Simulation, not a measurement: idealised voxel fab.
Process module name: voxel capacitor over wiring
The width of the displayed cross-section, cut, is 235 nm; its cells are square, with a size of 5 nm.
When this document writes out a cross-section, it uses a grid of square cells and lists it as bands, beginning at the top and moving down, with a band standing for one or more rows of cells.
This entry defines a band. It first specifies the height of the band's top and the height of its bottom in nm, and then specifies the band's materials from left to right, stating each material with its width in nm. The word "everywhere" identifies a single material that fills the band from edge to edge, while the word "blank" identifies empty space.
Heights are measured from 0, the level below which the as-received wafer is all one material; the lowest band has no bottom and continues downward, written as in "0 down".
With a width like "30->40", each row of cells in the band differs from the next by the same amount, the top row carrying the first number and the bottom row the second.
What does "nothing altered" mean for a step? It means no cell of the cross-section changed in that step.
Listed closed voids: empty space of 8 cells or more with no open way to the top, each as width x height at its distance from the left edge, in nm
Past the settings on a step's line: simulator remark, on that step.
The line of a step may include "overlay nm". On a step with a mask, this value is how far to the right of its planned place the mask lay. A negative value means the mask lay to the left.

-- Listed below are the process steps as planned
1,RECEIVE with material Si
2,CONFORMAL_DEP with material SiO2, thk nm 15
3,DIRECTIONAL_DEP with material TiN, thk nm 5
4,DIRECTIONAL_DEP with material Ru, thk nm 20
5,DIRECTIONAL_DEP with material aC, thk nm 10
6,PATTERN with tone cover, mask id METAL_1, material resist, width nm 20, pitch nm 90, thk nm 30, overlay nm 0
7,DIRECTIONAL_ETCH with etch materials aC, depth nm 10
8,STRIP with etch materials resist
9,DIRECTIONAL_ETCH with etch materials Ru, depth nm 20
10,DIRECTIONAL_ETCH with etch materials TiN, depth nm 5
11,STRIP with etch materials aC
12,FILL_DEP with material SiO2, thk nm 10
13,CMP with height nm 40
14,CONFORMAL_DEP with material SiCN, thk nm 5
15,DIRECTIONAL_DEP with material lowk, thk nm 15
16,MASKED_ETCH with tone open, mask id PLUG_1, width nm 15, etch materials lowk, depth nm 15, overlay nm 0
17,MASKED_ETCH with tone open, mask id PLUG_1, width nm 15, etch materials SiCN, depth nm 5, overlay nm 0
18,CONFORMAL_DEP with material TiN, thk nm 5
19,FILL_DEP with material Ru, thk nm 10
20,CMP with height nm 60
21,DIRECTIONAL_DEP with material TiN, thk nm 10
22,DIRECTIONAL_DEP with material Al2O3, thk nm 5
23,DIRECTIONAL_DEP with material TiN, thk nm 5
24,PATTERN with tone cover, mask id UPPER_PLATE, material resist, width nm 75, thk nm 20, overlay nm 0
25,DIRECTIONAL_ETCH with etch materials TiN, depth nm 5
26,DIRECTIONAL_ETCH with etch materials Al2O3, depth nm 5
27,STRIP with etch materials resist
28,PATTERN with tone cover, mask id LOWER_PLATE, material resist, width nm 85, thk nm 15, overlay nm 0
29,DIRECTIONAL_ETCH with etch materials TiN, depth nm 10
30,STRIP with etch materials resist
31,FILL_DEP with material SiO2, thk nm 15
32,CMP with height nm 90
33,MASKED_ETCH with tone open, mask id PLUG_2, width nm 15, etch materials SiO2, depth nm 10, overlay nm 0
34,CONFORMAL_DEP with material TiN, thk nm 5
35,FILL_DEP with material Ru, thk nm 10
36,CMP with height nm 90
37,CONFORMAL_DEP with material SiN, thk nm 5

-- So this is the incoming wafer in cross-section - it's already been through step 1
- 0 down: Si everywhere
- Listed closed voids: none

-- Cross-section taken at module completion on the first of two wafers; processed per the plan
- 95 to 90: SiN everywhere
- 90 to 85: 75 SiO2 | 5 TiN | 5 Ru | 5 TiN | 145 SiO2
- 85 to 75: 75->65 SiO2 | 15->75 TiN | 145->95 SiO2
- 75 to 70: 65 SiO2 | 75 Al2O3 | 95 SiO2
- 70 to 60: 60 SiO2 | 85 TiN | 90 SiO2
- 60 to 45: 65 lowk | 5 TiN | 5 Ru | 5 TiN | 155 lowk
- 45 to 40: 65 SiCN | 15 TiN | 155 SiCN
- 40 to 20: 60 SiO2 | 20 Ru | 70 SiO2 | 20 Ru | 65 SiO2
- 20 to 15: 60 SiO2 | 20 TiN | 70 SiO2 | 20 TiN | 65 SiO2
- 15 to 0: SiO2 everywhere
- 0 down: Si everywhere
- Listed closed voids: none

-- End of module, second wafer, cross-section. Started like the first, planned like the first, run with one mistake
- 95 to 90: SiN everywhere
- 90 to 85: 75 SiO2 | 5 TiN | 5 Ru | 5 TiN | 145 SiO2
- 85 to 75: 75->65 SiO2 | 15->75 TiN | 145->95 SiO2
- 75 to 70: 65 SiO2 | 75 Al2O3 | 95 SiO2
- 70 to 60: 60 SiO2 | 85 TiN | 90 SiO2
- 60 to 45: 65 lowk | 5 TiN | 5 Ru | 5 TiN | 155 lowk
- 45 to 40: 65 SiCN | 15 TiN | 155 SiCN
- 40 to 35: SiO2 everywhere
- 35 to 15: 60 SiO2 | 20 Ru | 70 SiO2 | 20 Ru | 65 SiO2
- 15 to 0: SiO2 everywhere
- 0 down: Si everywhere
- Listed closed voids: none
Want to know what went wrong? step 3 of the plan was omitted and not executed
Per the end-of-run cell counts, the second wafer holds more or fewer of some materials than the first: 8 more of SiO2 | 8 fewer of TiN
